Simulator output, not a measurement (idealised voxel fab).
This section sets out a process module, namely voxel transistor to metal.
It is cross-section cut that appears here, measuring 205 nm in width, its square cells being 5 nm in size.
A cross-section in this document is a grid of square cells, and it is written down as bands, the top band listed before the ones below it; a band is made up of one or more rows of cells.
Band entry format. Leading values: height of top, height of bottom, nm. Remainder: materials in left-to-right order, each with its width in nm. Special words: "throughout" on a single material, which then fills the band edge to edge; "empty", empty space.
Height reference: 0 = level under which incoming wafer is all one material. Lowest band: no bottom, runs on downward, e.g. "0 down".
The two numbers in a width such as "30 to 40" mark its ends across the band: the first belongs to the top row of cells, the second to the bottom row, and from each row to the next the width moves by the same amount.
For the purposes of this document, the phrase "stayed the same" attached to a step denotes that no cell within the cross-section was modified by that step.
Empty spaces counting at least 8 cells and having no open way to the top are listed in "Closed empty spaces". The notation width x height at distance is used for each, the distance being from the left edge and all three values in nm.
What comes after the settings on a step's line is commentary from the simulator itself on that step.
What "overlay nm" on a step's line means: if the step has a mask, that mask lay this far to the right of its planned place, or, when the value is negative, to the left.

**Here's what the planned process steps look like**
step 1: op RECEIVE | material Si
step 2: op CONFORMAL_DEP | material SiO2 | thk nm 5
step 3: op CONFORMAL_DEP | material SiN | thk nm 15
step 4: op MASKED_ETCH | tone cover | mask id ACTIVE | width nm 95 | etch materials SiN | depth nm 15 | overlay nm 0
step 5: op MASKED_ETCH | tone cover | mask id ACTIVE | width nm 95 | etch materials SiO2 | depth nm 5 | overlay nm 0
step 6: op MASKED_ETCH | tone cover | mask id ACTIVE | width nm 95 | etch materials Si | depth nm 25 | overlay nm 0
step 7: op FILL_DEP | material SiO2 | thk nm 15
step 8: op CMP | height nm 20
step 9: op SELECTIVE_ETCH | etch materials SiO2 | depth nm 15
step 10: op STRIP | etch materials SiN
step 11: op SELECTIVE_ETCH | etch materials SiO2 | depth nm 5
step 12: op OXIDIZE | depth nm 5
step 13: op DIRECTIONAL_DEP | material polySi | thk nm 30
step 14: op DIRECTIONAL_DEP | material SiCN | thk nm 15
step 15: op DIRECTIONAL_DEP | material aC | thk nm 15
step 16: op PATTERN | tone cover | mask id GATE | material resist | width nm 15 | thk nm 35 | overlay nm 0
step 17: op DIRECTIONAL_ETCH | etch materials aC | depth nm 15
step 18: op STRIP | etch materials resist
step 19: op DIRECTIONAL_ETCH | etch materials SiCN | depth nm 25
step 20: op DIRECTIONAL_ETCH | etch materials polySi | depth nm 40
step 21: op STRIP | etch materials aC
step 22: op CONFORMAL_DEP | material SiN | thk nm 5
step 23: op DIRECTIONAL_ETCH | etch materials SiN | depth nm 5
step 24: op DIRECTIONAL_ETCH | etch materials SiO2 | depth nm 5
step 25: op DIRECTIONAL_ETCH | etch materials Si | depth nm 15
step 26: op EPI | material pSi | thk nm 20
step 27: op FILL_DEP | material SiO2 | thk nm 5
step 28: op CMP | height nm 45
step 29: op DIRECTIONAL_DEP | material SiO2 | thk nm 15
step 30: op PATTERN | tone open | mask id CONTACT | material resist | width nm 20 | pitch nm 65 | thk nm 15 | overlay nm 0
step 31: op DIRECTIONAL_ETCH | etch materials SiO2 | depth nm 60
step 32: op STRIP | etch materials resist
step 33: op CONFORMAL_DEP | material TiN | thk nm 5
step 34: op FILL_DEP | material W | thk nm 10
step 35: op CMP | height nm 60
step 36: op CONFORMAL_DEP | material SiCN | thk nm 5
step 37: op DIRECTIONAL_DEP | material lowk | thk nm 20
step 38: op MASKED_ETCH | tone open | mask id METAL_1 | width nm 20 | pitch nm 65 | etch materials lowk | depth nm 20 | overlay nm 0
step 39: op MASKED_ETCH | tone open | mask id METAL_1 | width nm 20 | pitch nm 65 | etch materials SiCN | depth nm 5 | overlay nm 0
step 40: op CONFORMAL_DEP | material TiN | thk nm 5
step 41: op FILL_DEP | material Cu | thk nm 5
step 42: op CMP | height nm 85
step 43: op CONFORMAL_DEP | material SiCN | thk nm 5
step 44: op DIRECTIONAL_DEP | material SiO2 | thk nm 30
step 45: op PATTERN | tone open | mask id METAL_2_HOLES | material resist | width nm 15 | pitch nm 65 | thk nm 15 | overlay nm 0
step 46: op DIRECTIONAL_ETCH | etch materials SiO2 | depth nm 30
step 47: op STRIP | etch materials resist
step 48: op MASKED_ETCH | tone open | mask id METAL_2 | width nm 20 | pitch nm 65 | etch materials SiO2 | depth nm 15 | overlay nm 0
step 49: op MASKED_ETCH | tone open | mask id METAL_2 | width nm 20 | pitch nm 65 | etch materials SiCN | depth nm 5 | overlay nm 0
step 50: op CONFORMAL_DEP | material TiN | thk nm 5
step 51: op FILL_DEP | material Cu | thk nm 10
step 52: op CMP | height nm 120
step 53: op CONFORMAL_DEP | material SiCN | thk nm 5

**The first wafer of two, processed as planned**

**Step 1 complete: cross-section of the wafer as received**
    0 down = Si throughout
    Closed empty spaces: none

**Take a look at the wafer's cross-section after step 2**
    5 to 0 = SiO2 throughout
    Below 0, no change.

**Take a look at the wafer's cross-section after step 3**
    20 to 5 = SiN throughout
    Below 5, no change.

**Take a look at the wafer's cross-section after step 4**
    20 to 5 = empty (55) / SiN (95) / empty (55)
    Below 5, no change.

**Take a look at the wafer's cross-section after step 5**
    20 to 5 = empty (55) / SiN (95) / empty (55)
    5 to 0 = empty (55) / SiO2 (95) / empty (55)
    Below 0, no change.

**Take a look at the wafer's cross-section after step 6**
    20 to 5 = empty (55) / SiN (95) / empty (55)
    5 to 0 = empty (55) / SiO2 (95) / empty (55)
    0 to -25 = empty (55) / Si (95) / empty (55)
    Below -25, no change.

**Take a look at the wafer's cross-section after step 7**
    35 to 20 = SiO2 throughout
    20 to 5 = SiO2 (55) / SiN (95) / SiO2 (55)
    5 to 0 = SiO2 throughout
    0 to -25 = SiO2 (55) / Si (95) / SiO2 (55)
    Below -25, no change.

**Take a look at the wafer's cross-section after step 8**
    20 to 5 = SiO2 (55) / SiN (95) / SiO2 (55)
    Below 5, no change.

**Take a look at the wafer's cross-section after step 9**
    20 to 5 = empty (55) / SiN (95) / empty (55)
    Below 5, no change.

**Take a look at the wafer's cross-section after step 10**
    5 to 0 = SiO2 throughout
    Below 0, no change.

**Take a look at the wafer's cross-section after step 11**
    0 to -25 = SiO2 (55) / Si (95) / SiO2 (55)
    Below -25, no change.

**Take a look at the wafer's cross-section after step 12**
    0 to -5 = SiO2 throughout
    Below -5, no change.

**Take a look at the wafer's cross-section after step 13**
    30 to 0 = polySi throughout
    Below 0, no change.

**Take a look at the wafer's cross-section after step 14**
    45 to 30 = SiCN throughout
    Below 30, no change.

**Take a look at the wafer's cross-section after step 15**
    60 to 45 = aC throughout
    Below 45, no change.

**Take a look at the wafer's cross-section after step 16**
    95 to 60 = empty (95) / resist (15) / empty (95)
    Below 60, no change.

**Take a look at the wafer's cross-section after step 17**
    80 to 60 = empty (95) / resist (15) / empty (95)
    60 to 45 = empty (95) / aC (15) / empty (95)
    Below 45, no change.

**Take a look at the wafer's cross-section after step 18**
    60 to 45 = empty (95) / aC (15) / empty (95)
    Below 45, no change.

**Take a look at the wafer's cross-section after step 19**
    60 to 45 = empty (95) / aC (15) / empty (95)
    45 to 30 = empty (95) / SiCN (15) / empty (95)
    Below 30, no change.

**Take a look at the wafer's cross-section after step 20**
    60 to 45 = empty (95) / aC (15) / empty (95)
    45 to 30 = empty (95) / SiCN (15) / empty (95)
    30 to 0 = empty (95) / polySi (15) / empty (95)
    Below 0, no change.

**Take a look at the wafer's cross-section after step 21**
    45 to 30 = empty (95) / SiCN (15) / empty (95)
    Below 30, no change.

**Take a look at the wafer's cross-section after step 22**
    50 to 45 = empty (90) / SiN (25) / empty (90)
    45 to 30 = empty (90) / SiN (5) / SiCN (15) / SiN (5) / empty (90)
    30 to 5 = empty (90) / SiN (5) / polySi (15) / SiN (5) / empty (90)
    5 to 0 = SiN (95) / polySi (15) / SiN (95)
    Below 0, no change.

**Take a look at the wafer's cross-section after step 23**
    45 to 30 = empty (90) / SiN (5) / SiCN (15) / SiN (5) / empty (90)
    30 to 0 = empty (90) / SiN (5) / polySi (15) / SiN (5) / empty (90)
    Below 0, no change.

**Take a look at the wafer's cross-section after step 24**
    45 to 30 = empty (90) / SiN (5) / SiCN (15) / SiN (5) / empty (90)
    30 to 0 = empty (90) / SiN (5) / polySi (15) / SiN (5) / empty (90)
    0 to -5 = empty (90) / SiO2 (25) / empty (90)
    Below -5, no change.

**Take a look at the wafer's cross-section after step 25**
    45 to 30 = empty (90) / SiN (5) / SiCN (15) / SiN (5) / empty (90)
    30 to 0 = empty (90) / SiN (5) / polySi (15) / SiN (5) / empty (90)
    0 to -5 = empty (90) / SiO2 (25) / empty (90)
    -5 to -20 = SiO2 (55) / empty (35) / Si (25) / empty (35) / SiO2 (55)
    Below -20, no change.

**Take a look at the wafer's cross-section after step 26**
    45 to 30 = empty (90) / SiN (5) / SiCN (15) / SiN (5) / empty (90)
    30 to 15 = empty (90) / SiN (5) / polySi (15) / SiN (5) / empty (90)
    15 to 0 = empty (70) / pSi (20) / SiN (5) / polySi (15) / SiN (5) / pSi (20) / empty (70)
    0 to -5 = empty (50) / pSi (40) / SiO2 (25) / pSi (40) / empty (50)
    -5 to -20 = SiO2 (55) / pSi (35) / Si (25) / pSi (35) / SiO2 (55)
    Below -20, no change.

**Take a look at the wafer's cross-section after step 27**
    50 to 45 = SiO2 throughout
    45 to 30 = SiO2 (90) / SiN (5) / SiCN (15) / SiN (5) / SiO2 (90)
    30 to 15 = SiO2 (90) / SiN (5) / polySi (15) / SiN (5) / SiO2 (90)
    15 to 0 = SiO2 (70) / pSi (20) / SiN (5) / polySi (15) / SiN (5) / pSi (20) / SiO2 (70)
    0 to -5 = SiO2 (50) / pSi (40) / SiO2 (25) / pSi (40) / SiO2 (50)
    Below -5, no change.

**Take a look at the wafer's cross-section after step 28**
    45 to 30 = SiO2 (90) / SiN (5) / SiCN (15) / SiN (5) / SiO2 (90)
    Below 30, no change.

**Take a look at the wafer's cross-section after step 29**
    60 to 45 = SiO2 throughout
    Below 45, no change.

**Take a look at the wafer's cross-section after step 30**
    75 to 60 = resist (60) / empty (20) / resist (45) / empty (20) / resist (60)
    Below 60, no change.

**Take a look at the wafer's cross-section after step 31**
    75 to 60 = resist (60) / empty (20) / resist (45) / empty (20) / resist (60)
    60 to 45 = SiO2 (60) / empty (20) / SiO2 (45) / empty (20) / SiO2 (60)
    45 to 30 = SiO2 (60) / empty (20) / SiO2 (10) / SiN (5) / SiCN (15) / SiN (5) / SiO2 (10) / empty (20) / SiO2 (60)
    30 to 15 = SiO2 (60) / empty (20) / SiO2 (10) / SiN (5) / polySi (15) / SiN (5) / SiO2 (10) / empty (20) / SiO2 (60)
    15 to 0 = SiO2 (60) / empty (10) / pSi (20) / SiN (5) / polySi (15) / SiN (5) / pSi (20) / empty (10) / SiO2 (60)
    Below 0, no change.

**Take a look at the wafer's cross-section after step 32**
    60 to 45 = SiO2 (60) / empty (20) / SiO2 (45) / empty (20) / SiO2 (60)
    Below 45, no change.

**Take a look at the wafer's cross-section after step 33**
    65 to 60 = TiN (65) / empty (10) / TiN (55) / empty (10) / TiN (65)
    60 to 45 = SiO2 (60) / TiN (5) / empty (10) / TiN (5) / SiO2 (45) / TiN (5) / empty (10) / TiN (5) / SiO2 (60)
    45 to 30 = SiO2 (60) / TiN (5) / empty (10) / TiN (5) / SiO2 (10) / SiN (5) / SiCN (15) / SiN (5) / SiO2 (10) / TiN (5) / empty (10) / TiN (5) / SiO2 (60)
    30 to 20 = SiO2 (60) / TiN (5) / empty (10) / TiN (5) / SiO2 (10) / SiN (5) / polySi (15) / SiN (5) / SiO2 (10) / TiN (5) / empty (10) / TiN (5) / SiO2 (60)
    20 to 15 = SiO2 (60) / TiN (20) / SiO2 (10) / SiN (5) / polySi (15) / SiN (5) / SiO2 (10) / TiN (20) / SiO2 (60)
    15 to 0 = SiO2 (60) / TiN (10) / pSi (20) / SiN (5) / polySi (15) / SiN (5) / pSi (20) / TiN (10) / SiO2 (60)
    Below 0, no change.

**Take a look at the wafer's cross-section after step 34**
    75 to 65 = W throughout
    65 to 60 = TiN (65) / W (10) / TiN (55) / W (10) / TiN (65)
    60 to 45 = SiO2 (60) / TiN (5) / W (10) / TiN (5) / SiO2 (45) / TiN (5) / W (10) / TiN (5) / SiO2 (60)
    45 to 30 = SiO2 (60) / TiN (5) / W (10) / TiN (5) / SiO2 (10) / SiN (5) / SiCN (15) / SiN (5) / SiO2 (10) / TiN (5) / W (10) / TiN (5) / SiO2 (60)
    30 to 20 = SiO2 (60) / TiN (5) / W (10) / TiN (5) / SiO2 (10) / SiN (5) / polySi (15) / SiN (5) / SiO2 (10) / TiN (5) / W (10) / TiN (5) / SiO2 (60)
    Below 20, no change.

**Take a look at the wafer's cross-section after step 35**
    60 to 45 = SiO2 (60) / TiN (5) / W (10) / TiN (5) / SiO2 (45) / TiN (5) / W (10) / TiN (5) / SiO2 (60)
    Below 45, no change.

**Take a look at the wafer's cross-section after step 36**
    65 to 60 = SiCN throughout
    Below 60, no change.

**Take a look at the wafer's cross-section after step 37**
    85 to 65 = lowk throughout
    Below 65, no change.

**Take a look at the wafer's cross-section after step 38**
    85 to 65 = lowk (60) / empty (20) / lowk (45) / empty (20) / lowk (60)
    Below 65, no change.

**Take a look at the wafer's cross-section after step 39**
    85 to 65 = lowk (60) / empty (20) / lowk (45) / empty (20) / lowk (60)
    65 to 60 = SiCN (60) / empty (20) / SiCN (45) / empty (20) / SiCN (60)
    Below 60, no change.

**Take a look at the wafer's cross-section after step 40**
    90 to 85 = TiN (65) / empty (10) / TiN (55) / empty (10) / TiN (65)
    85 to 65 = lowk (60) / TiN (5) / empty (10) / TiN (5) / lowk (45) / TiN (5) / empty (10) / TiN (5) / lowk (60)
    65 to 60 = SiCN (60) / TiN (20) / SiCN (45) / TiN (20) / SiCN (60)
    Below 60, no change.

**Take a look at the wafer's cross-section after step 41**
    95 to 90 = Cu throughout
    90 to 85 = TiN (65) / Cu (10) / TiN (55) / Cu (10) / TiN (65)
    85 to 65 = lowk (60) / TiN (5) / Cu (10) / TiN (5) / lowk (45) / TiN (5) / Cu (10) / TiN (5) / lowk (60)
    Below 65, no change.

**Take a look at the wafer's cross-section after step 42**
    85 to 65 = lowk (60) / TiN (5) / Cu (10) / TiN (5) / lowk (45) / TiN (5) / Cu (10) / TiN (5) / lowk (60)
    Below 65, no change.

**Take a look at the wafer's cross-section after step 43**
    90 to 85 = SiCN throughout
    Below 85, no change.

**Take a look at the wafer's cross-section after step 44**
    120 to 90 = SiO2 throughout
    Below 90, no change.

**Take a look at the wafer's cross-section after step 45**
    135 to 120 = resist (60) / empty (15) / resist (50) / empty (15) / resist (65)
    Below 120, no change.

**Take a look at the wafer's cross-section after step 46**
    135 to 120 = resist (60) / empty (15) / resist (50) / empty (15) / resist (65)
    120 to 90 = SiO2 (60) / empty (15) / SiO2 (50) / empty (15) / SiO2 (65)
    Below 90, no change.

**Take a look at the wafer's cross-section after step 47**
    120 to 90 = SiO2 (60) / empty (15) / SiO2 (50) / empty (15) / SiO2 (65)
    Below 90, no change.

**Take a look at the wafer's cross-section after step 48**
    120 to 105 = SiO2 (60) / empty (20) / SiO2 (45) / empty (20) / SiO2 (60)
    Below 105, no change.

**Take a look at the wafer's cross-section after step 49**
    120 to 105 = SiO2 (60) / empty (20) / SiO2 (45) / empty (20) / SiO2 (60)
    105 to 90 = SiO2 (60) / empty (15) / SiO2 (50) / empty (15) / SiO2 (65)
    90 to 85 = SiCN (60) / empty (15) / SiCN (50) / empty (15) / SiCN (65)
    Below 85, no change.

**Take a look at the wafer's cross-section after step 50**
    125 to 120 = TiN (65) / empty (10) / TiN (55) / empty (10) / TiN (65)
    120 to 110 = SiO2 (60) / TiN (5) / empty (10) / TiN (5) / SiO2 (45) / TiN (5) / empty (10) / TiN (5) / SiO2 (60)
    110 to 105 = SiO2 (60) / TiN (5) / empty (5) / TiN (10) / SiO2 (45) / TiN (5) / empty (5) / TiN (10) / SiO2 (60)
    105 to 90 = SiO2 (60) / TiN (5) / empty (5) / TiN (5) / SiO2 (50) / TiN (5) / empty (5) / TiN (5) / SiO2 (65)
    90 to 85 = SiCN (60) / TiN (15) / SiCN (50) / TiN (15) / SiCN (65)
    Below 85, no change.

**Take a look at the wafer's cross-section after step 51**
    135 to 125 = Cu throughout
    125 to 120 = TiN (65) / Cu (10) / TiN (55) / Cu (10) / TiN (65)
    120 to 110 = SiO2 (60) / TiN (5) / Cu (10) / TiN (5) / SiO2 (45) / TiN (5) / Cu (10) / TiN (5) / SiO2 (60)
    110 to 105 = SiO2 (60) / TiN (5) / Cu (5) / TiN (10) / SiO2 (45) / TiN (5) / Cu (5) / TiN (10) / SiO2 (60)
    105 to 90 = SiO2 (60) / TiN (5) / Cu (5) / TiN (5) / SiO2 (50) / TiN (5) / Cu (5) / TiN (5) / SiO2 (65)
    Below 90, no change.

**Take a look at the wafer's cross-section after step 52**
    120 to 110 = SiO2 (60) / TiN (5) / Cu (10) / TiN (5) / SiO2 (45) / TiN (5) / Cu (10) / TiN (5) / SiO2 (60)
    Below 110, no change.

**Take a look at the wafer's cross-section after step 53**
    125 to 120 = SiCN throughout
    Below 120, no change.

**Second Wafer (Identical Start and Plan, One Processing Error; Matches First Wafer Through Step 15)**

**Second wafer, cross-section, planned end of step 16**
    95 to 60 = resist (95) / empty (15) / resist (95)
    Below 60, no change.

**Second wafer, cross-section, planned end of step 17**
    80 to 60 = resist (95) / empty (15) / resist (95)
    60 to 45 = aC (95) / empty (15) / aC (95)
    Below 45, no change.

**Second wafer, cross-section, planned end of step 18**
    60 to 45 = aC (95) / empty (15) / aC (95)
    Below 45, no change.

**Second wafer, cross-section, planned end of step 19**
    60 to 45 = aC (95) / empty (15) / aC (95)
    45 to 30 = SiCN (95) / empty (15) / SiCN (95)
    Below 30, no change.

**Second wafer, cross-section, planned end of step 20**
    60 to 45 = aC (95) / empty (15) / aC (95)
    45 to 30 = SiCN (95) / empty (15) / SiCN (95)
    30 to 0 = polySi (95) / empty (15) / polySi (95)
    Below 0, no change.

**Second wafer, cross-section, planned end of step 21**
    45 to 30 = SiCN (95) / empty (15) / SiCN (95)
    Below 30, no change.

**Second wafer, cross-section, planned end of step 22**
    50 to 45 = SiN (100) / empty (5) / SiN (100)
    45 to 30 = SiCN (95) / SiN (5) / empty (5) / SiN (5) / SiCN (95)
    30 to 5 = polySi (95) / SiN (5) / empty (5) / SiN (5) / polySi (95)
    5 to 0 = polySi (95) / SiN (15) / polySi (95)
    Below 0, no change.

**Second wafer, cross-section, planned end of step 23**
    45 to 30 = SiCN (95) / SiN (5) / empty (5) / SiN (5) / SiCN (95)
    30 to 0 = polySi (95) / SiN (5) / empty (5) / SiN (5) / polySi (95)
    Below 0, no change.

**Second wafer, cross-section, planned end of step 24**
    45 to 30 = SiCN (95) / SiN (5) / empty (5) / SiN (5) / SiCN (95)
    30 to 0 = polySi (95) / SiN (5) / empty (5) / SiN (5) / polySi (95)
    0 to -5 = SiO2 (100) / empty (5) / SiO2 (100)
    Below -5, no change.

**Second wafer, cross-section, planned end of step 25**
    45 to 30 = SiCN (95) / SiN (5) / empty (5) / SiN (5) / SiCN (95)
    30 to 0 = polySi (95) / SiN (5) / empty (5) / SiN (5) / polySi (95)
    0 to -5 = SiO2 (100) / empty (5) / SiO2 (100)
    -5 to -20 = SiO2 (55) / Si (45) / empty (5) / Si (45) / SiO2 (55)
    Below -20, no change.

**Second wafer, cross-section, planned end of step 26**
    45 to 30 = SiCN (95) / SiN (5) / empty (5) / SiN (5) / SiCN (95)
    30 to 15 = polySi (95) / SiN (5) / empty (5) / SiN (5) / polySi (95)
    15 to 0 = polySi (95) / SiN (5) / pSi (5) / SiN (5) / polySi (95)
    0 to -5 = SiO2 (100) / pSi (5) / SiO2 (100)
    -5 to -20 = SiO2 (55) / Si (45) / pSi (5) / Si (45) / SiO2 (55)
    Below -20, no change.

**Second wafer, cross-section, planned end of step 27**
    50 to 45 = SiO2 throughout
    45 to 30 = SiCN (95) / SiN (5) / SiO2 (5) / SiN (5) / SiCN (95)
    30 to 15 = polySi (95) / SiN (5) / SiO2 (5) / SiN (5) / polySi (95)
    Below 15, no change.

**Second wafer, cross-section, planned end of step 28**
    45 to 30 = SiCN (95) / SiN (5) / SiO2 (5) / SiN (5) / SiCN (95)
    Below 30, no change.

**Second wafer, cross-section, planned end of step 29**
    60 to 45 = SiO2 throughout
    Below 45, no change.

**Second wafer, cross-section, planned end of step 30**
    75 to 60 = resist (60) / empty (20) / resist (45) / empty (20) / resist (60)
    Below 60, no change.

**Second wafer, cross-section, planned end of step 31**
    75 to 60 = resist (60) / empty (20) / resist (45) / empty (20) / resist (60)
    60 to 45 = SiO2 (60) / empty (20) / SiO2 (45) / empty (20) / SiO2 (60)
    Below 45, no change.

**Second wafer, cross-section, planned end of step 32**
    60 to 45 = SiO2 (60) / empty (20) / SiO2 (45) / empty (20) / SiO2 (60)
    Below 45, no change.

**Second wafer, cross-section, planned end of step 33**
    65 to 60 = TiN (65) / empty (10) / TiN (55) / empty (10) / TiN (65)
    60 to 50 = SiO2 (60) / TiN (5) / empty (10) / TiN (5) / SiO2 (45) / TiN (5) / empty (10) / TiN (5) / SiO2 (60)
    50 to 45 = SiO2 (60) / TiN (20) / SiO2 (45) / TiN (20) / SiO2 (60)
    Below 45, no change.

**Second wafer, cross-section, planned end of step 34**
    75 to 65 = W throughout
    65 to 60 = TiN (65) / W (10) / TiN (55) / W (10) / TiN (65)
    60 to 50 = SiO2 (60) / TiN (5) / W (10) / TiN (5) / SiO2 (45) / TiN (5) / W (10) / TiN (5) / SiO2 (60)
    Below 50, no change.

**Second wafer, cross-section, planned end of step 35**
    60 to 50 = SiO2 (60) / TiN (5) / W (10) / TiN (5) / SiO2 (45) / TiN (5) / W (10) / TiN (5) / SiO2 (60)
    Below 50, no change.

**Second wafer, cross-section, planned end of step 36**
    65 to 60 = SiCN throughout
    Below 60, no change.

**Second wafer, cross-section, planned end of step 37**
    85 to 65 = lowk throughout
    Below 65, no change.

**Second wafer, cross-section, planned end of step 38**
    85 to 65 = lowk (60) / empty (20) / lowk (45) / empty (20) / lowk (60)
    Below 65, no change.

**Second wafer, cross-section, planned end of step 39**
    85 to 65 = lowk (60) / empty (20) / lowk (45) / empty (20) / lowk (60)
    65 to 60 = SiCN (60) / empty (20) / SiCN (45) / empty (20) / SiCN (60)
    Below 60, no change.

**Second wafer, cross-section, planned end of step 40**
    90 to 85 = TiN (65) / empty (10) / TiN (55) / empty (10) / TiN (65)
    85 to 65 = lowk (60) / TiN (5) / empty (10) / TiN (5) / lowk (45) / TiN (5) / empty (10) / TiN (5) / lowk (60)
    65 to 60 = SiCN (60) / TiN (20) / SiCN (45) / TiN (20) / SiCN (60)
    Below 60, no change.

**Second wafer, cross-section, planned end of step 41**
    95 to 90 = Cu throughout
    90 to 85 = TiN (65) / Cu (10) / TiN (55) / Cu (10) / TiN (65)
    85 to 65 = lowk (60) / TiN (5) / Cu (10) / TiN (5) / lowk (45) / TiN (5) / Cu (10) / TiN (5) / lowk (60)
    Below 65, no change.

**Second wafer, cross-section, planned end of step 42**
    85 to 65 = lowk (60) / TiN (5) / Cu (10) / TiN (5) / lowk (45) / TiN (5) / Cu (10) / TiN (5) / lowk (60)
    Below 65, no change.

**Second wafer, cross-section, planned end of step 43**
    90 to 85 = SiCN throughout
    Below 85, no change.

**Second wafer, cross-section, planned end of step 44**
    120 to 90 = SiO2 throughout
    Below 90, no change.

**Second wafer, cross-section, planned end of step 45**
    135 to 120 = resist (60) / empty (15) / resist (50) / empty (15) / resist (65)
    Below 120, no change.

**Second wafer, cross-section, planned end of step 46**
    135 to 120 = resist (60) / empty (15) / resist (50) / empty (15) / resist (65)
    120 to 90 = SiO2 (60) / empty (15) / SiO2 (50) / empty (15) / SiO2 (65)
    Below 90, no change.

**Second wafer, cross-section, planned end of step 47**
    120 to 90 = SiO2 (60) / empty (15) / SiO2 (50) / empty (15) / SiO2 (65)
    Below 90, no change.

**Second wafer, cross-section, planned end of step 48**
    120 to 105 = SiO2 (60) / empty (20) / SiO2 (45) / empty (20) / SiO2 (60)
    Below 105, no change.

**Second wafer, cross-section, planned end of step 49**
    120 to 105 = SiO2 (60) / empty (20) / SiO2 (45) / empty (20) / SiO2 (60)
    105 to 90 = SiO2 (60) / empty (15) / SiO2 (50) / empty (15) / SiO2 (65)
    90 to 85 = SiCN (60) / empty (15) / SiCN (50) / empty (15) / SiCN (65)
    Below 85, no change.

**Second wafer, cross-section, planned end of step 50**
    125 to 120 = TiN (65) / empty (10) / TiN (55) / empty (10) / TiN (65)
    120 to 110 = SiO2 (60) / TiN (5) / empty (10) / TiN (5) / SiO2 (45) / TiN (5) / empty (10) / TiN (5) / SiO2 (60)
    110 to 105 = SiO2 (60) / TiN (5) / empty (5) / TiN (10) / SiO2 (45) / TiN (5) / empty (5) / TiN (10) / SiO2 (60)
    105 to 90 = SiO2 (60) / TiN (5) / empty (5) / TiN (5) / SiO2 (50) / TiN (5) / empty (5) / TiN (5) / SiO2 (65)
    90 to 85 = SiCN (60) / TiN (15) / SiCN (50) / TiN (15) / SiCN (65)
    Below 85, no change.

**Second wafer, cross-section, planned end of step 51**
    135 to 125 = Cu throughout
    125 to 120 = TiN (65) / Cu (10) / TiN (55) / Cu (10) / TiN (65)
    120 to 110 = SiO2 (60) / TiN (5) / Cu (10) / TiN (5) / SiO2 (45) / TiN (5) / Cu (10) / TiN (5) / SiO2 (60)
    110 to 105 = SiO2 (60) / TiN (5) / Cu (5) / TiN (10) / SiO2 (45) / TiN (5) / Cu (5) / TiN (10) / SiO2 (60)
    105 to 90 = SiO2 (60) / TiN (5) / Cu (5) / TiN (5) / SiO2 (50) / TiN (5) / Cu (5) / TiN (5) / SiO2 (65)
    Below 90, no change.

**Second wafer, cross-section, planned end of step 52**
    120 to 110 = SiO2 (60) / TiN (5) / Cu (10) / TiN (5) / SiO2 (45) / TiN (5) / Cu (10) / TiN (5) / SiO2 (60)
    Below 110, no change.

**Second wafer, cross-section, planned end of step 53**
    125 to 120 = SiCN throughout
    Below 120, no change.
Run error: it should be noted that step 16 was executed with settings other than those planned, the operation and settings actually applied being op PATTERN | tone open | mask id GATE | material resist | width nm 15 | thk nm 35 | overlay nm 0
Final wafer comparison in cells, second versus first, more or fewer per material: Si: 39 more; SiCN: 105 more; SiO2: 219 fewer; TiN: 36 fewer; W: 24 fewer; pSi: 75 fewer; polySi: 210 more
